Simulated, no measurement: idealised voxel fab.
The name of this process module is voxel self aligned vias.
cross-section cut | 205 nm wide | cells 5 nm
A cross-section is written here as square cells arranged in a grid, and it is given in bands from the top down, each band taking up one or more rows of cells.
First you get the band's top height and its bottom height, in nm, and then the materials it's made of, left to right, with each width in nm. If you see a single material with "full width", that one covers the band edge to edge. "empty" is empty space.
Where do heights start? At 0: under that level the wafer as delivered is made of one material only. And the lowest band has no floor; it just carries on downward, as in "0 and below".
It should be noted that a width expressed as "30 to 40" varies in equal increments from row to row of cells within the band, taking the value of the first number at the top row and that of the second number at the bottom row.
No cell of the cross-section changed in a step that is given as "remained unchanged".
What "Tabulated closed voids" gives you is every empty space of 8 cells or more that is cut off from the top. Each appears as width x height at distance, with the distance taken from the left edge and width, height and distance all in nm.
Note: text after step settings on the step line = simulator remark on that step.
On any step carrying a mask, the "overlay nm" setting, if present on the step's line, tells how far right of its planned place the mask lay; negative values point to the left.

[Intended process steps]
1. RECEIVE,material Si
2. CONFORMAL_DEP,material SiO2,thk nm 10
3. CONFORMAL_DEP,material SiCN,thk nm 5
4. DIRECTIONAL_DEP,material lowk,thk nm 20
5. PATTERN,tone open,mask id LINES,material resist,width nm 25,pitch nm 65,thk nm 20,overlay nm 0
6. DIRECTIONAL_ETCH,etch materials lowk,depth nm 20
7. STRIP,etch materials resist
8. CONFORMAL_DEP,material TiN,thk nm 5
9. FILL_DEP,material Ru,thk nm 5
10. CMP,height nm 35
11. SELECTIVE_ETCH,etch materials W Ru TiN,depth nm 10
12. FILL_DEP,material SiN,thk nm 5
13. CMP,height nm 35
14. DIRECTIONAL_DEP,material lowk,thk nm 15
15. DIRECTIONAL_DEP,material aC,thk nm 10
16. PATTERN,tone open,mask id VIAS,material resist,width nm 45,thk nm 25,overlay nm 0
17. DIRECTIONAL_ETCH,etch materials aC,depth nm 10
18. STRIP,etch materials resist
19. DIRECTIONAL_ETCH,etch materials lowk,depth nm 15
20. DIRECTIONAL_ETCH,etch materials SiN,depth nm 10
21. STRIP,etch materials aC
22. CONFORMAL_DEP,material TiN,thk nm 5
23. FILL_DEP,material Cu,thk nm 5
24. CMP,height nm 50
25. CONFORMAL_DEP,material SiN,thk nm 5

[Cross-sectional view of the wafer in its as-received condition, corresponding to the state after step 1]
    0 and below  Si full width
    Tabulated closed voids: none

[First of two wafers, end-of-module section, run followed plan]
    55 down to 50  SiN full width
    50 down to 40  lowk 45 | TiN 5 | Cu 35 | TiN 5 | lowk 115
    40 down to 35  lowk 45 | TiN 15 | Cu 15 | TiN 15 | lowk 115
    35 down to 30  lowk 55 | TiN 5 | Cu 15 | TiN 5 | lowk 40 | SiN 25 | lowk 60
    30 down to 25  lowk 55 | TiN 25 | lowk 40 | SiN 25 | lowk 60
    25 down to 20  lowk 55 | TiN 5 | Ru 15 | TiN 5 | lowk 40 | TiN 5 | Ru 15 | TiN 5 | lowk 60
    20 down to 15  lowk 55 | TiN 25 | lowk 40 | TiN 25 | lowk 60
    15 down to 10  SiCN full width
    10 down to 0  SiO2 full width
    0 and below  Si full width
    Tabulated closed voids: none

[Cross-section at end of module for the second wafer of two, which matched the first in starting point and plan and differed by one mistake in its processing]
    55 down to 50  SiN full width
    50 down to 40  lowk 45 | TiN 5 | Cu 35 | TiN 5 | lowk 115
    40 down to 35  lowk 45 | TiN 15 | Cu 15 | TiN 15 | lowk 115
    35 down to 30  lowk 55 | TiN 5 | Cu 15 | TiN 5 | lowk 40 | SiN 25 | lowk 60
    30 down to 25  lowk 55 | TiN 25 | lowk 40 | SiN 25 | lowk 60
    25 down to 20  lowk 55 | TiN 25 | lowk 40 | TiN 25 | lowk 60
    20 down to 15  SiCN full width
    15 down to 0  SiO2 full width
    0 and below  Si full width
    Tabulated closed voids: none
What went wrong in running the wafer? step 2 was run on a setting that differed from the plan, and what really ran there is CONFORMAL_DEP,material SiO2,thk nm 15
End check, counted in cells, second wafer has more or fewer of these materials than the first: 6 fewer of Ru | 41 more of SiO2 | 4 fewer of TiN | 31 fewer of lowk
